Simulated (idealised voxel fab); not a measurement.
process module | voxel spacer lines
cross-section cut | 185 nm wide | cells 5 nm
A cross-section is a grid of square cells, given in bands from the top down. A band is one or more rows of cells.
Each band's line starts with the height of the band's top and of its bottom, in nm. Then come its materials from left to right, each with its width in nm. One material with "throughout" fills the band from edge to edge. "air" is empty space.
Height 0 is the level under which the wafer as received is all one material. The lowest band goes on downwards, as in "0 down".
A width such as "30 to 40" changes by the same amount from each row of cells to the next, from the band's top row to its bottom row.
"no change" after a step means that no cell of the cross-section changed.
closed voids: empty space of 8 cells or more with no open way to the top, each as width x height at its distance from the left edge, in nm
after a step's settings: what the simulator itself notes on the step
overlay nm, on a step with a mask: how far to the right of its planned place the mask lay; to the left if negative
plan
1 op RECEIVE | material Si
2 op CONFORMAL_DEP | material Al2O3 | thk nm 5
3 op DIRECTIONAL_DEP | material SiN | thk nm 10
4 op DIRECTIONAL_DEP | material aC | thk nm 25
5 op PATTERN | tone cover | mask id MANDREL | material resist | width nm 25 | pitch nm 70 | thk nm 30 | overlay nm 0
6 op DIRECTIONAL_ETCH | etch materials aC | depth nm 25
7 op STRIP | etch materials resist
8 op CONFORMAL_DEP | material SiO2 | thk nm 10
9 op DIRECTIONAL_ETCH | etch materials SiO2 | depth nm 10
10 op STRIP | etch materials aC
11 op DIRECTIONAL_ETCH | etch materials SiN | depth nm 10
12 op STRIP | etch materials SiO2
13 op FILL_DEP | material lowk | thk nm 5
14 op CMP | height nm 15
as received, after step 1
  0 down: Si throughout
  closed voids: none
first wafer at the end, as planned
  15 to 5: lowk 35 | SiN 10 | lowk 25 | SiN 10 | lowk 25 | SiN 10 | lowk 25 | SiN 10 | lowk 35
  5 to 0: Al2O3 throughout
  0 down: Si throughout
  closed voids: none
second wafer at the end: like start, like plan, one mistake
  15 to 10: lowk throughout
  10 to 0: lowk 35 | SiN 10 | lowk 25 | SiN 10 | lowk 25 | SiN 10 | lowk 25 | SiN 10 | lowk 35
  0 down: Si throughout
  closed voids: none
what went wrong: step 2 was left out
at the end the second wafer has, in cells: 37 fewer of Al2O3 | 37 more of lowk
